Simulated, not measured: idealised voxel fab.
Title: Process Module voxel gate over fins
We display cut, a cross-section 220 nm in width whose square cells are each 5 nm.
Cross-section, as written here: a square-cell grid given band by band from the top down, where a band holds one or more rows of cells. Quick guide to a band line: top height, bottom height (nm) up front; then every material left to right with its width in nm. Only one material and it's marked "full width"? Then it fills the band edge to edge. And "air" just means empty space. Note: height 0 marks the level under which the wafer is uniformly one material as received. Lowest band unbounded below, written "from 0 down". A two-number width, for instance "30->40", indicates that the width is equal to the first number in the top row of the band and to the second number in the bottom row, and that it changes by a constant amount per row of cells. You'll sometimes find "remained unchanged" written for a step, and that's the way of saying that nowhere in the cross-section did a cell change during that step. If an empty space has no open way to the top and is at least 8 cells in size, "Internal closed voids" lists it, written width x height at distance, where distance is measured from the left edge and every value is in nm. On each step's line, the part that comes after the settings is the simulator's own comment on the step. A step line may carry the setting "overlay nm", which, for steps involving a mask, states the distance by which the mask lay to the right of its intended position; negative values denote displacement to the left.
Below is the list of planned process steps
1 op RECEIVE | material Si
2 op CONFORMAL_DEP | material SiN | thk nm 10
3 op PATTERN | tone cover | mask id FINS | material resist | width nm 15 | pitch nm 50 | thk nm 15 | overlay nm 0
4 op DIRECTIONAL_ETCH | etch materials SiN | depth nm 10
5 op DIRECTIONAL_ETCH | etch materials Si | depth nm 35
6 op STRIP | etch materials resist
7 op OXIDIZE | depth nm 5
8 op FILL_DEP | material SiO2 | thk nm 10
9 op CMP | height nm 10
10 op PATTERN | tone open | mask id RAIL | material resist | width nm 15 | thk nm 20 | overlay nm 0
11 op DIRECTIONAL_ETCH | etch materials SiO2 | depth nm 40
12 op STRIP | etch materials resist
13 op CONFORMAL_DEP | material TiN | thk nm 5
14 op FILL_DEP | material W | thk nm 5
15 op CMP | height nm 10
16 op SELECTIVE_ETCH | etch materials W Ru TiN | depth nm 30
17 op FILL_DEP | material SiO2 | thk nm 5
18 op CMP | height nm 10
19 op SELECTIVE_ETCH | etch materials SiO2 | depth nm 25
20 op STRIP | etch materials SiN
21 op CONFORMAL_DEP | material HfO2 | thk nm 5
22 op CONFORMAL_DEP | material TiN | thk nm 5
23 op FILL_DEP | material W | thk nm 15
24 op CMP | height nm 20
25 op CONFORMAL_DEP | material SiCN | thk nm 10
Shown in cross-section is the wafer as received, that is, as it stands after step 1
- from 0 down: Si full width
- Internal closed voids: none
The first of the two wafers as seen in cross-section once the module was finished; processing followed the plan
- from 30 to 20: SiCN full width
- from 20 to 10: W full width
- from 10 to 5: W 20 nm | TiN 25 nm | W 25 nm | TiN 25 nm | W 25 nm | TiN 25 nm | W 25 nm | TiN 25 nm | W 25 nm
- from 5 to 0: W 20 nm | TiN 5 nm | HfO2 15 nm | TiN 5 nm | W 25 nm | TiN 5 nm | HfO2 15 nm | TiN 5 nm | W 25 nm | TiN 5 nm | HfO2 15 nm | TiN 5 nm | W 25 nm | TiN 5 nm | HfO2 15 nm | TiN 5 nm | W 25 nm
- from 0 to -5: W 20 nm | TiN 5 nm | HfO2 5 nm | Si 5 nm | HfO2 5 nm | TiN 5 nm | W 25 nm | TiN 5 nm | HfO2 5 nm | Si 5 nm | HfO2 5 nm | TiN 5 nm | W 25 nm | TiN 5 nm | HfO2 5 nm | Si 5 nm | HfO2 5 nm | TiN 5 nm | W 25 nm | TiN 5 nm | HfO2 5 nm | Si 5 nm | HfO2 5 nm | TiN 5 nm | W 25 nm
- from -5 to -10: TiN 25 nm | HfO2 5 nm | Si 5 nm | HfO2 5 nm | TiN 35 nm | HfO2 5 nm | Si 5 nm | HfO2 5 nm | TiN 35 nm | HfO2 5 nm | Si 5 nm | HfO2 5 nm | TiN 35 nm | HfO2 5 nm | Si 5 nm | HfO2 5 nm | TiN 30 nm
- from -10 to -15: HfO2 30 nm | Si 5 nm | HfO2 45 nm | Si 5 nm | HfO2 45 nm | Si 5 nm | HfO2 45 nm | Si 5 nm | HfO2 35 nm
- from -15 to -20: SiO2 30 nm | Si 5 nm | SiO2 45 nm | Si 5 nm | SiO2 45 nm | Si 5 nm | SiO2 45 nm | Si 5 nm | SiO2 35 nm
- from -20 to -25: SiO2 30 nm | Si 5 nm | SiO2 15 nm | TiN 5 nm | W 5 nm | TiN 5 nm | SiO2 15 nm | Si 5 nm | SiO2 45 nm | Si 5 nm | SiO2 45 nm | Si 5 nm | SiO2 35 nm
- from -25 to -30: SiO2 30 nm | Si 5 nm | SiO2 15 nm | TiN 15 nm | SiO2 15 nm | Si 5 nm | SiO2 45 nm | Si 5 nm | SiO2 45 nm | Si 5 nm | SiO2 35 nm
- from -30 to -40: SiO2 30 nm | Si 5 nm | SiO2 45 nm | Si 5 nm | SiO2 45 nm | Si 5 nm | SiO2 45 nm | Si 5 nm | SiO2 35 nm
- from -40 down: Si full width
- Internal closed voids: none
Second wafer at the end: like start, like plan, one mistake
- from 30 to 20: SiCN full width
- from 20 to 10: W full width
- from 10 to 5: W 20 nm | TiN 25 nm | W 25 nm | TiN 25 nm | W 25 nm | TiN 25 nm | W 25 nm | TiN 25 nm | W 25 nm
- from 5 to 0: W 20 nm | TiN 5 nm | HfO2 15 nm | TiN 5 nm | W 25 nm | TiN 5 nm | HfO2 15 nm | TiN 5 nm | W 25 nm | TiN 5 nm | HfO2 15 nm | TiN 5 nm | W 25 nm | TiN 5 nm | HfO2 15 nm | TiN 5 nm | W 25 nm
- from 0 to -5: W 20 nm | TiN 5 nm | HfO2 5 nm | Si 5 nm | HfO2 5 nm | TiN 5 nm | W 25 nm | TiN 5 nm | HfO2 5 nm | Si 5 nm | HfO2 5 nm | TiN 5 nm | W 25 nm | TiN 5 nm | HfO2 5 nm | Si 5 nm | HfO2 5 nm | TiN 5 nm | W 25 nm | TiN 5 nm | HfO2 5 nm | Si 5 nm | HfO2 5 nm | TiN 5 nm | W 25 nm
- from -5 to -10: W 20 nm | TiN 5 nm | HfO2 5 nm | Si 5 nm | HfO2 5 nm | TiN 5 nm | W 25 nm | TiN 5 nm | HfO2 5 nm | Si 5 nm | HfO2 5 nm | TiN 5 nm | W 25 nm | TiN 5 nm | HfO2 5 nm | Si 5 nm | HfO2 5 nm | TiN 5 nm | W 25 nm | TiN 5 nm | HfO2 5 nm | Si 5 nm | HfO2 5 nm | TiN 5 nm | W 10 nm | TiN 15 nm
- from -10 to -15: W 20 nm | TiN 5 nm | HfO2 5 nm | Si 5 nm | HfO2 5 nm | TiN 35 nm | HfO2 5 nm | Si 5 nm | HfO2 5 nm | TiN 5 nm | W 25 nm | TiN 5 nm | HfO2 5 nm | Si 5 nm | HfO2 5 nm | TiN 5 nm | W 25 nm | TiN 5 nm | HfO2 5 nm | Si 5 nm | HfO2 5 nm | TiN 5 nm | W 10 nm | TiN 5 nm | HfO2 10 nm
- from -15 to -20: TiN 25 nm | HfO2 5 nm | Si 5 nm | HfO2 5 nm | TiN 5 nm | HfO2 25 nm | TiN 5 nm | HfO2 5 nm | Si 5 nm | HfO2 5 nm | TiN 35 nm | HfO2 5 nm | Si 5 nm | HfO2 5 nm | TiN 35 nm | HfO2 5 nm | Si 5 nm | HfO2 5 nm | TiN 20 nm | HfO2 5 nm | SiO2 5 nm
- from -20 to -25: HfO2 30 nm | Si 5 nm | HfO2 15 nm | TiN 5 nm | W 5 nm | TiN 5 nm | HfO2 15 nm | Si 5 nm | HfO2 45 nm | Si 5 nm | HfO2 45 nm | Si 5 nm | HfO2 30 nm | SiO2 5 nm
- from -25 to -30: SiO2 30 nm | Si 5 nm | SiO2 15 nm | TiN 15 nm | SiO2 15 nm | Si 5 nm | SiO2 45 nm | Si 5 nm | SiO2 45 nm | Si 5 nm | SiO2 35 nm
- from -30 to -40: SiO2 30 nm | Si 5 nm | SiO2 45 nm | Si 5 nm | SiO2 45 nm | Si 5 nm | SiO2 45 nm | Si 5 nm | SiO2 35 nm
- from -40 down: Si full width
- Internal closed voids: none
Nonconformance to the process plan: plan steps 19 and 20 run swapped
The final cell counts differ between the wafers, with the second having more or fewer of some materials than the first: HfO2: 20 more | SiO2: 75 fewer | TiN: 18 more | W: 37 more
